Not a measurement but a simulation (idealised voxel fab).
Documented hereafter: the process module known as voxel gate over fins.
cross-section cut | 220 nm wide | cells 5 nm
Notation: cross-section as square-cell grid; stated in bands, top first, going down; one or more cell rows per band.
It is stipulated that each band's entry specify, in nanometres, the height of the top of the band and then that of its bottom, followed by the materials of the band in left-to-right sequence, each together with its width in nanometres. A single material marked by the word "edge to edge" is understood to fill the band from edge to edge; the word "blank" is understood to denote empty space.
All heights in this document are referenced to 0, defined as the level beneath which the wafer, as received, consists entirely of one material. The lowest band is not bounded below; it extends indefinitely downward and is written in the form "0 -> down".
Width spec "30->40" -> top row of cells at first value, bottom row at second value, equal per-row change in between.
"no modifications" -> step changed no cross-section cell.
The list in "Enclosed voids" covers empty spaces of 8 cells or more that cannot reach the top through any open way, and it gives each as width x height at distance; the distance is from the left edge, and width, height and distance are in nm.
The remark found on a step's line after its settings is issued by the simulator itself and pertains to that step.
The line of a step may include "overlay nm". On a step with a mask, this value is how far to the right of its planned place the mask lay. A negative value means the mask lay to the left.
### The planned process steps are enumerated hereunder
1. RECEIVE: material Si
2. CONFORMAL_DEP: material SiN, thk nm 10
3. PATTERN: tone cover, mask id FINS, material resist, width nm 15, pitch nm 45, thk nm 15, overlay nm 0
4. DIRECTIONAL_ETCH: etch materials SiN, depth nm 10
5. DIRECTIONAL_ETCH: etch materials Si, depth nm 40
6. STRIP: etch materials resist
7. FILL_DEP: material SiO2, thk nm 15
8. CMP: height nm 10
9. SELECTIVE_ETCH: etch materials SiO2, depth nm 20
10. STRIP: etch materials SiN
11. CONFORMAL_DEP: material HfO2, thk nm 5
12. CONFORMAL_DEP: material TiN, thk nm 5
13. CONFORMAL_DEP: material TiAl, thk nm 5
14. CONFORMAL_DEP: material TiN, thk nm 5
15. FILL_DEP: material W, thk nm 15
16. CMP: height nm 30
17. CONFORMAL_DEP: material SiCN, thk nm 10
### Shown in cross-section is the wafer as received, that is, as it stands after step 1
	0 -> down | Si edge to edge
	Enclosed voids: none
### Post-module cross-section of the first of two wafers (run per plan)
	40 -> 30 | SiCN edge to edge
	30 -> 20 | W edge to edge
	20 -> 15 | W=15  TiN=190  W=15
	15 -> 10 | W=15  TiN=5  TiAl=180  TiN=5  W=15
	10 -> 5 | TiN=20  TiAl=5  TiN=35  TiAl=10  TiN=35  TiAl=10  TiN=35  TiAl=10  TiN=35  TiAl=5  TiN=20
	5 -> 0 | TiAl=25  TiN=5  HfO2=25  TiN=5  TiAl=10  TiN=5  HfO2=25  TiN=5  TiAl=10  TiN=5  HfO2=25  TiN=5  TiAl=10  TiN=5  HfO2=25  TiN=5  TiAl=25
	0 -> -5 | TiN=30  HfO2=5  Si=15  HfO2=5  TiN=20  HfO2=5  Si=15  HfO2=5  TiN=20  HfO2=5  Si=15  HfO2=5  TiN=20  HfO2=5  Si=15  HfO2=5  TiN=30
	-5 -> -10 | HfO2=35  Si=15  HfO2=30  Si=15  HfO2=30  Si=15  HfO2=30  Si=15  HfO2=35
	-10 -> -40 | SiO2=35  Si=15  SiO2=30  Si=15  SiO2=30  Si=15  SiO2=30  Si=15  SiO2=35
	-40 -> down | Si edge to edge
	Enclosed voids: none
### Cross-sectional view: second of two wafers, end of module; start and plan identical to the first, one mistake in running
	40 -> 30 | SiCN edge to edge
	30 -> 20 | W edge to edge
	20 -> 15 | W=25  TiN=190  W=5
	15 -> 10 | W=25  TiN=5  TiAl=180  TiN=5  W=5
	10 -> 5 | TiN=30  TiAl=5  TiN=35  TiAl=10  TiN=35  TiAl=10  TiN=35  TiAl=10  TiN=35  TiAl=5  TiN=10
	5 -> 0 | TiAl=35  TiN=5  HfO2=25  TiN=5  TiAl=10  TiN=5  HfO2=25  TiN=5  TiAl=10  TiN=5  HfO2=25  TiN=5  TiAl=10  TiN=5  HfO2=25  TiN=5  TiAl=15
	0 -> -5 | TiN=40  HfO2=5  Si=15  HfO2=5  TiN=20  HfO2=5  Si=15  HfO2=5  TiN=20  HfO2=5  Si=15  HfO2=5  TiN=20  HfO2=5  Si=15  HfO2=5  TiN=20
	-5 -> -10 | HfO2=45  Si=15  HfO2=30  Si=15  HfO2=30  Si=15  HfO2=30  Si=15  HfO2=25
	-10 -> -40 | SiO2=45  Si=15  SiO2=30  Si=15  SiO2=30  Si=15  SiO2=30  Si=15  SiO2=25
	-40 -> down | Si edge to edge
	Enclosed voids: none
Which mistake was made when the wafer was run? rather than as planned, step 3 actually ran as PATTERN: tone cover, mask id FINS, material resist, width nm 15, pitch nm 45, thk nm 15, overlay nm 10
at the end the second wafer has, in cells: as many of each material as the first, in other places
